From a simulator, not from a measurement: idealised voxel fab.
Process module under the name voxel capacitor over wiring
Square cell edge 5 nm, section width 155 nm, ID cut.
Cross-section format: a grid of square cells, given as bands from top to bottom; each band is one or more rows of cells. Band: top and bottom heights (nm) first, top before bottom; then materials from left to right, widths in nm. "edge to edge" marks a sole material filling the band edge to edge. "blank" denotes empty space. It should be noted that heights are counted from 0, beneath which the wafer as supplied is of one material throughout, and that the lowest band possesses no lower boundary but continues downward, as written in "0 nm and below". You'd read "30..40" like this: the band's top row of cells is as wide as the first number, its bottom row is as wide as the second, and going down, every row changes width by the same amount as the row before did. Any step labelled "changes: none" changed none of the cells in the cross-section. Closed-off voids of 8+ cells (no open route to the top) go in "Sealed void list", written width x height at distance from the left edge, in nm. Where a step's line continues beyond its settings, the continuation is a remark by the simulator itself on that step. overlay nm: for a step with a mask, the amount by which the mask lay right of where it was planned; a negative amount means left of it.
Here's what the planned process steps look like
1) op RECEIVE | material Si
2) op CONFORMAL_DEP | material SiO2 | thk nm 15
3) op CONFORMAL_DEP | material SiN | thk nm 5
4) op DIRECTIONAL_DEP | material SiO2 | thk nm 15
5) op PATTERN | tone open | mask id METAL_1 | material resist | width nm 30 | pitch nm 85 | thk nm 20 | overlay nm 0
6) op DIRECTIONAL_ETCH | etch materials SiO2 | depth nm 15
7) op DIRECTIONAL_ETCH | etch materials SiN | depth nm 5
8) op STRIP | etch materials resist
9) op CONFORMAL_DEP | material TiN | thk nm 5
10) op FILL_DEP | material W | thk nm 10
11) op CMP | height nm 35
12) op CONFORMAL_DEP | material SiCN | thk nm 5
13) op DIRECTIONAL_DEP | material SiO2 | thk nm 10
14) op DIRECTIONAL_DEP | material aC | thk nm 15
15) op PATTERN | tone open | mask id PLUG_1 | material resist | width nm 15 | thk nm 30 | overlay nm 0
16) op DIRECTIONAL_ETCH | etch materials aC | depth nm 15
17) op STRIP | etch materials resist
18) op DIRECTIONAL_ETCH | etch materials SiO2 | depth nm 10
19) op DIRECTIONAL_ETCH | etch materials SiCN | depth nm 5
20) op STRIP | etch materials aC
21) op EPI | material Ru | thk nm 10
22) op EPI | material Ru | thk nm 5
23) op DIRECTIONAL_DEP | material TiN | thk nm 10
24) op DIRECTIONAL_DEP | material Al2O3 | thk nm 5
25) op DIRECTIONAL_DEP | material TiN | thk nm 5
26) op MASKED_ETCH | tone cover | mask id UPPER_PLATE | width nm 60 | etch materials TiN | depth nm 5 | overlay nm 0
27) op MASKED_ETCH | tone cover | mask id UPPER_PLATE | width nm 60 | etch materials Al2O3 | depth nm 5 | overlay nm 0
28) op PATTERN | tone cover | mask id LOWER_PLATE | material resist | width nm 70 | thk nm 20 | overlay nm 0
29) op DIRECTIONAL_ETCH | etch materials TiN | depth nm 10
30) op STRIP | etch materials resist
31) op FILL_DEP | material SiO2 | thk nm 20
32) op CMP | height nm 85
33) op PATTERN | tone open | mask id PLUG_2 | material resist | width nm 15 | thk nm 15 | overlay nm 0
34) op DIRECTIONAL_ETCH | etch materials SiO2 | depth nm 15
35) op STRIP | etch materials resist
36) op CONFORMAL_DEP | material TiN | thk nm 5
37) op FILL_DEP | material Ru | thk nm 5
38) op CMP | height nm 85
39) op CONFORMAL_DEP | material SiCN | thk nm 5
The following pertains to the first of two wafers, which was processed as planned
Here's what the wafer looked like in cross-section when it arrived - that's after step 1
0 nm and below | Si edge to edge
Sealed void list: none
Step 2 done - wafer cross-section
15 nm to 0 nm | SiO2 edge to edge
Below 0, the layers are the same as they were.
Step 3 done - wafer cross-section
20 nm to 15 nm | SiN edge to edge
Below 15, the layers are the same as they were.
Step 4 done - wafer cross-section
35 nm to 20 nm | SiO2 edge to edge
Below 20, the layers are the same as they were.
Step 5 done - wafer cross-section
55 nm to 35 nm | 20 of resist, then 30 of blank, then 55 of resist, then 30 of blank, then 20 of resist
Below 35, the layers are the same as they were.
Step 6 done - wafer cross-section
55 nm to 35 nm | 20 of resist, then 30 of blank, then 55 of resist, then 30 of blank, then 20 of resist
35 nm to 20 nm | 20 of SiO2, then 30 of blank, then 55 of SiO2, then 30 of blank, then 20 of SiO2
Below 20, the layers are the same as they were.
Step 7 done - wafer cross-section
55 nm to 35 nm | 20 of resist, then 30 of blank, then 55 of resist, then 30 of blank, then 20 of resist
35 nm to 20 nm | 20 of SiO2, then 30 of blank, then 55 of SiO2, then 30 of blank, then 20 of SiO2
20 nm to 15 nm | 20 of SiN, then 30 of blank, then 55 of SiN, then 30 of blank, then 20 of SiN
Below 15, the layers are the same as they were.
Step 8 done - wafer cross-section
35 nm to 20 nm | 20 of SiO2, then 30 of blank, then 55 of SiO2, then 30 of blank, then 20 of SiO2
Below 20, the layers are the same as they were.
Step 9 done - wafer cross-section
40 nm to 35 nm | 25 of TiN, then 20 of blank, then 65 of TiN, then 20 of blank, then 25 of TiN
35 nm to 20 nm | 20 of SiO2, then 5 of TiN, then 20 of blank, then 5 of TiN, then 55 of SiO2, then 5 of TiN, then 20 of blank, then 5 of TiN, then 20 of SiO2
20 nm to 15 nm | 20 of SiN, then 30 of TiN, then 55 of SiN, then 30 of TiN, then 20 of SiN
Below 15, the layers are the same as they were.
Step 10 done - wafer cross-section
50 nm to 40 nm | W edge to edge
40 nm to 35 nm | 25 of TiN, then 20 of W, then 65 of TiN, then 20 of W, then 25 of TiN
35 nm to 20 nm | 20 of SiO2, then 5 of TiN, then 20 of W, then 5 of TiN, then 55 of SiO2, then 5 of TiN, then 20 of W, then 5 of TiN, then 20 of SiO2
Below 20, the layers are the same as they were.
Step 11 done - wafer cross-section
35 nm to 20 nm | 20 of SiO2, then 5 of TiN, then 20 of W, then 5 of TiN, then 55 of SiO2, then 5 of TiN, then 20 of W, then 5 of TiN, then 20 of SiO2
Below 20, the layers are the same as they were.
Step 12 done - wafer cross-section
40 nm to 35 nm | SiCN edge to edge
Below 35, the layers are the same as they were.
Step 13 done - wafer cross-section
50 nm to 40 nm | SiO2 edge to edge
Below 40, the layers are the same as they were.
Step 14 done - wafer cross-section
65 nm to 50 nm | aC edge to edge
Below 50, the layers are the same as they were.
Step 15 done - wafer cross-section
95 nm to 65 nm | 35 of resist, then 15 of blank, then 105 of resist
Below 65, the layers are the same as they were.
Step 16 done - wafer cross-section
80 nm to 65 nm | 35 of resist, then 15 of blank, then 105 of resist
65 nm to 50 nm | 35 of aC, then 15 of blank, then 105 of aC
Below 50, the layers are the same as they were.
Step 17 done - wafer cross-section
65 nm to 50 nm | 35 of aC, then 15 of blank, then 105 of aC
Below 50, the layers are the same as they were.
Step 18 done - wafer cross-section
65 nm to 50 nm | 35 of aC, then 15 of blank, then 105 of aC
50 nm to 40 nm | 35 of SiO2, then 15 of blank, then 105 of SiO2
Below 40, the layers are the same as they were.
Step 19 done - wafer cross-section
65 nm to 50 nm | 35 of aC, then 15 of blank, then 105 of aC
50 nm to 40 nm | 35 of SiO2, then 15 of blank, then 105 of SiO2
40 nm to 35 nm | 35 of SiCN, then 15 of blank, then 105 of SiCN
Below 35, the layers are the same as they were.
Step 20 done - wafer cross-section
50 nm to 40 nm | 35 of SiO2, then 15 of blank, then 105 of SiO2
Below 40, the layers are the same as they were.
Step 21 done - wafer cross-section
50 nm to 45 nm | 35 of SiO2, then 15 of blank, then 105 of SiO2
45 nm to 40 nm | 35 of SiO2, then 15 of Ru, then 105 of SiO2
40 nm to 35 nm | 35 of SiCN, then 15 of Ru, then 105 of SiCN
Below 35, the layers are the same as they were.
Step 22 done - wafer cross-section
50 nm to 40 nm | 35 of SiO2, then 15 of Ru, then 105 of SiO2
Below 40, the layers are the same as they were.
Step 23 done - wafer cross-section
60 nm to 50 nm | TiN edge to edge
Below 50, the layers are the same as they were.
Step 24 done - wafer cross-section
65 nm to 60 nm | Al2O3 edge to edge
Below 60, the layers are the same as they were.
Step 25 done - wafer cross-section
70 nm to 65 nm | TiN edge to edge
Below 65, the layers are the same as they were.
Step 26 done - wafer cross-section
70 nm to 65 nm | 35 of blank, then 60 of TiN, then 60 of blank
Below 65, the layers are the same as they were.
Step 27 done - wafer cross-section
70 nm to 65 nm | 35 of blank, then 60 of TiN, then 60 of blank
65 nm to 60 nm | 35 of blank, then 60 of Al2O3, then 60 of blank
Below 60, the layers are the same as they were.
Step 28 done - wafer cross-section
90 nm to 70 nm | 30 of blank, then 70 of resist, then 55 of blank
70 nm to 65 nm | 30 of blank, then 5 of resist, then 60 of TiN, then 5 of resist, then 55 of blank
65 nm to 60 nm | 30 of blank, then 5 of resist, then 60 of Al2O3, then 5 of resist, then 55 of blank
Below 60, the layers are the same as they were.
Step 29 done - wafer cross-section
90 nm to 70 nm | 30 of blank, then 70 of resist, then 55 of blank
70 nm to 65 nm | 30 of blank, then 5 of resist, then 60 of TiN, then 5 of resist, then 55 of blank
65 nm to 60 nm | 30 of blank, then 5 of resist, then 60 of Al2O3, then 5 of resist, then 55 of blank
60 nm to 50 nm | 30 of blank, then 70 of TiN, then 55 of blank
Below 50, the layers are the same as they were.
Step 30 done - wafer cross-section
70 nm to 65 nm | 35 of blank, then 60 of TiN, then 60 of blank
65 nm to 60 nm | 35 of blank, then 60 of Al2O3, then 60 of blank
Below 60, the layers are the same as they were.
Step 31 done - wafer cross-section
90 nm to 70 nm | SiO2 edge to edge
70 nm to 65 nm | 35 of SiO2, then 60 of TiN, then 60 of SiO2
65 nm to 60 nm | 35 of SiO2, then 60 of Al2O3, then 60 of SiO2
60 nm to 50 nm | 30 of SiO2, then 70 of TiN, then 55 of SiO2
Below 50, the layers are the same as they were.
Step 32 done - wafer cross-section
85 nm to 70 nm | SiO2 edge to edge
Below 70, the layers are the same as they were.
Step 33 done - wafer cross-section
100 nm to 85 nm | 45 of resist, then 15 of blank, then 95 of resist
Below 85, the layers are the same as they were.
Step 34 done - wafer cross-section
100 nm to 85 nm | 45 of resist, then 15 of blank, then 95 of resist
85 nm to 70 nm | 45 of SiO2, then 15 of blank, then 95 of SiO2
Below 70, the layers are the same as they were.
Step 35 done - wafer cross-section
85 nm to 70 nm | 45 of SiO2, then 15 of blank, then 95 of SiO2
Below 70, the layers are the same as they were.
Step 36 done - wafer cross-section
90 nm to 85 nm | 50 of TiN, then 5 of blank, then 100 of TiN
85 nm to 75 nm | 45 of SiO2, then 5 of TiN, then 5 of blank, then 5 of TiN, then 95 of SiO2
75 nm to 65 nm | 45..35 of SiO2, then 15..60 of TiN, then 95..60 of SiO2
Below 65, the layers are the same as they were.
Step 37 done - wafer cross-section
95 nm to 90 nm | Ru edge to edge
90 nm to 85 nm | 50 of TiN, then 5 of Ru, then 100 of TiN
85 nm to 75 nm | 45 of SiO2, then 5 of TiN, then 5 of Ru, then 5 of TiN, then 95 of SiO2
Below 75, the layers are the same as they were.
Step 38 done - wafer cross-section
85 nm to 75 nm | 45 of SiO2, then 5 of TiN, then 5 of Ru, then 5 of TiN, then 95 of SiO2
Below 75, the layers are the same as they were.
Step 39 done - wafer cross-section
90 nm to 85 nm | SiCN edge to edge
Below 85, the layers are the same as they were.
Second Wafer (Identical Start and Plan, One Processing Error; Matches First Wafer Through Step 23)
The second wafer in cross-section, at the planned close of step 24
65 nm to 50 nm | TiN edge to edge
Below 50, the layers are the same as they were.
The second wafer in cross-section, at the planned close of step 25
70 nm to 65 nm | Al2O3 edge to edge
Below 65, the layers are the same as they were.
The second wafer in cross-section, at the planned close of step 26: changes: none
The second wafer in cross-section, at the planned close of step 27
70 nm to 65 nm | 35 of blank, then 60 of Al2O3, then 60 of blank
Below 65, the layers are the same as they were.
The second wafer in cross-section, at the planned close of step 28
90 nm to 70 nm | 30 of blank, then 70 of resist, then 55 of blank
70 nm to 65 nm | 30 of blank, then 5 of resist, then 60 of Al2O3, then 5 of resist, then 55 of blank
Below 65, the layers are the same as they were.
The second wafer in cross-section, at the planned close of step 29
90 nm to 70 nm | 30 of blank, then 70 of resist, then 55 of blank
70 nm to 65 nm | 30 of blank, then 5 of resist, then 60 of Al2O3, then 5 of resist, then 55 of blank
65 nm to 55 nm | 30 of blank, then 70 of TiN, then 55 of blank
Below 55, the layers are the same as they were.
The second wafer in cross-section, at the planned close of step 30
70 nm to 65 nm | 35 of blank, then 60 of Al2O3, then 60 of blank
Below 65, the layers are the same as they were.
The second wafer in cross-section, at the planned close of step 31
90 nm to 70 nm | SiO2 edge to edge
70 nm to 65 nm | 35 of SiO2, then 60 of Al2O3, then 60 of SiO2
65 nm to 55 nm | 30 of SiO2, then 70 of TiN, then 55 of SiO2
Below 55, the layers are the same as they were.
The second wafer in cross-section, at the planned close of step 32
85 nm to 70 nm | SiO2 edge to edge
Below 70, the layers are the same as they were.
The second wafer in cross-section, at the planned close of step 33
100 nm to 85 nm | 45 of resist, then 15 of blank, then 95 of resist
Below 85, the layers are the same as they were.
The second wafer in cross-section, at the planned close of step 34
100 nm to 85 nm | 45 of resist, then 15 of blank, then 95 of resist
85 nm to 70 nm | 45 of SiO2, then 15 of blank, then 95 of SiO2
Below 70, the layers are the same as they were.
The second wafer in cross-section, at the planned close of step 35
85 nm to 70 nm | 45 of SiO2, then 15 of blank, then 95 of SiO2
Below 70, the layers are the same as they were.
The second wafer in cross-section, at the planned close of step 36
90 nm to 85 nm | 50 of TiN, then 5 of blank, then 100 of TiN
85 nm to 75 nm | 45 of SiO2, then 5 of TiN, then 5 of blank, then 5 of TiN, then 95 of SiO2
75 nm to 70 nm | 45 of SiO2, then 15 of TiN, then 95 of SiO2
Below 70, the layers are the same as they were.
The second wafer in cross-section, at the planned close of step 37
95 nm to 90 nm | Ru edge to edge
90 nm to 85 nm | 50 of TiN, then 5 of Ru, then 100 of TiN
85 nm to 75 nm | 45 of SiO2, then 5 of TiN, then 5 of Ru, then 5 of TiN, then 95 of SiO2
Below 75, the layers are the same as they were.
The second wafer in cross-section, at the planned close of step 38
85 nm to 75 nm | 45 of SiO2, then 5 of TiN, then 5 of Ru, then 5 of TiN, then 95 of SiO2
Below 75, the layers are the same as they were.
The second wafer in cross-section, at the planned close of step 39
90 nm to 85 nm | SiCN edge to edge
Below 85, the layers are the same as they were.
what went wrong: plan vs actual: 24 and 25 interchanged
Final wafer comparison in cells, second versus first, more or fewer per material: -19 SiO2; +19 TiN
